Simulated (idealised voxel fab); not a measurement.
voxel gate over fins: a process module
In the cross-section labelled cut, the width is 185 nm and each square cell is 5 nm.
Throughout this document, each cross-section is represented as a grid of square cells and is presented as a sequence of bands enumerated from the top downward, where a band comprises one or more rows of cells. The entry gives the band's vertical extent as a top height and a bottom height in nm, then its horizontal make-up as materials from left to right, each with a width in nm. "empty" stands for empty space; a single material marked "throughout" fills the band edge to edge. Height is counted from the level 0, under which the received wafer is composed throughout of one material. The lowest of the bands is not closed at the bottom but continues downward, in the notation "top 0, no bottom". It should be noted that a width expressed as "30..40" varies in equal increments from row to row of cells within the band, taking the value of the first number at the top row and that of the second number at the bottom row. Key: "no alterations made" - step with no changed cell in the cross-section. You'll see "Cavities, closed" listing empty spaces that have no way open to the top, as long as they're 8 cells or more; the notation is width x height at distance, where the distance is from the left edge, and all of it is in nm. That trailing text on a step's line, after the settings, is the simulator's own remark on the step. overlay nm: where the mask lay relative to plan, measured to the right, on steps with a mask; negatives go left.
## The planned process steps are enumerated hereunder
1,RECEIVE,material Si
2,CONFORMAL_DEP,material SiN,thk nm 5
3,DIRECTIONAL_DEP,material aC,thk nm 10
4,PATTERN,tone cover,mask id FINS,material resist,width nm 15,pitch nm 60,thk nm 25,overlay nm 0
5,DIRECTIONAL_ETCH,etch materials aC,depth nm 10
6,STRIP,etch materials resist
7,DIRECTIONAL_ETCH,etch materials SiN,depth nm 5
8,DIRECTIONAL_ETCH,etch materials Si,depth nm 40
9,STRIP,etch materials aC
10,FILL_DEP,material SiO2,thk nm 10
11,CMP,height nm 5
12,PATTERN,tone open,mask id RAIL,material resist,width nm 15,thk nm 20,overlay nm 0
13,DIRECTIONAL_ETCH,etch materials SiO2,depth nm 40
14,STRIP,etch materials resist
15,CONFORMAL_DEP,material TiN,thk nm 5
16,FILL_DEP,material Ru,thk nm 5
17,CMP,height nm 5
18,SELECTIVE_ETCH,etch materials W Ru TiN,depth nm 30
19,FILL_DEP,material SiO2,thk nm 5
20,CMP,height nm 5
21,SELECTIVE_ETCH,etch materials SiO2,depth nm 20
22,STRIP,etch materials SiN
23,CONFORMAL_DEP,material HfO2,thk nm 5
24,CONFORMAL_DEP,material TiN,thk nm 5
25,FILL_DEP,material W,thk nm 15
26,CMP,height nm 20
27,CONFORMAL_DEP,material SiN,thk nm 10
## This is the cross-section of the wafer as we received it, i.e. after step 1
* top 0, no bottom  Si throughout
* Cavities, closed: none
## Cross-section: first of two wafers, module finished, run according to plan
* top 30, bottom 20  SiN throughout
* top 20, bottom 10  W throughout
* top 10, bottom 5  W: 45, then TiN: 35, then W: 25, then TiN: 35, then W: 45
* top 5, bottom 0  W: 45, then TiN: 5, then HfO2: 25, then TiN: 5, then W: 25, then TiN: 5, then HfO2: 25, then TiN: 5, then W: 45
* top 0, bottom -5  W: 45, then TiN: 5, then HfO2: 5, then Si: 15, then HfO2: 5, then TiN: 5, then W: 25, then TiN: 5, then HfO2: 5, then Si: 15, then HfO2: 5, then TiN: 5, then W: 45
* top -5, bottom -10  TiN: 50, then HfO2: 5, then Si: 15, then HfO2: 5, then TiN: 35, then HfO2: 5, then Si: 15, then HfO2: 5, then TiN: 50
* top -10, bottom -15  HfO2: 55, then Si: 15, then HfO2: 45, then Si: 15, then HfO2: 55
* top -15, bottom -25  SiO2: 55, then Si: 15, then SiO2: 45, then Si: 15, then SiO2: 55
* top -25, bottom -30  SiO2: 55, then Si: 15, then SiO2: 15, then TiN: 5, then Ru: 5, then TiN: 5, then SiO2: 15, then Si: 15, then SiO2: 55
* top -30, bottom -35  SiO2: 55, then Si: 15, then SiO2: 15, then TiN: 15, then SiO2: 15, then Si: 15, then SiO2: 55
* top -35, bottom -40  SiO2: 55, then Si: 15, then SiO2: 45, then Si: 15, then SiO2: 55
* top -40, no bottom  Si throughout
* Cavities, closed: none
## Cross-section, second wafer: same start as the first, same plan as the first, one mistake in running it; taken at the end of the module
* top 30, bottom 20  SiN throughout
* top 20, bottom 10  W throughout
* top 10, bottom 5  W: 45, then TiN: 35, then W: 25, then TiN: 35, then W: 45
* top 5, bottom 0  W: 45, then TiN: 5, then HfO2: 25, then TiN: 5, then W: 25, then TiN: 5, then HfO2: 25, then TiN: 5, then W: 45
* top 0, bottom -15  W: 45, then TiN: 5, then HfO2: 5, then Si: 15, then HfO2: 5, then TiN: 5, then W: 25, then TiN: 5, then HfO2: 5, then Si: 15, then HfO2: 5, then TiN: 5, then W: 45
* top -15, bottom -20  W: 45, then TiN: 5, then HfO2: 5, then Si: 15, then HfO2: 5, then TiN: 35, then HfO2: 5, then Si: 15, then HfO2: 5, then TiN: 5, then W: 45
* top -20, bottom -25  W: 45, then TiN: 5, then HfO2: 5, then Si: 15, then HfO2: 5, then TiN: 5, then HfO2: 25, then TiN: 5, then HfO2: 5, then Si: 15, then HfO2: 5, then TiN: 5, then W: 45
* top -25, bottom -30  TiN: 50, then HfO2: 5, then Si: 15, then HfO2: 5, then TiN: 5, then HfO2: 5, then TiN: 5, then Ru: 5, then TiN: 5, then HfO2: 5, then TiN: 5, then HfO2: 5, then Si: 15, then HfO2: 5, then TiN: 50
* top -30, bottom -35  HfO2: 55, then Si: 15, then HfO2: 15, then TiN: 15, then HfO2: 15, then Si: 15, then HfO2: 55
* top -35, bottom -40  SiO2: 55, then Si: 15, then SiO2: 45, then Si: 15, then SiO2: 55
* top -40, no bottom  Si throughout
* Cavities, closed: none
Run error: step 21 was run twice
Final comparison by cell count, materials where the second wafer has more or fewer than the first: HfO2: 20 more, SiO2: 118 fewer, TiN: 16 more, W: 82 more
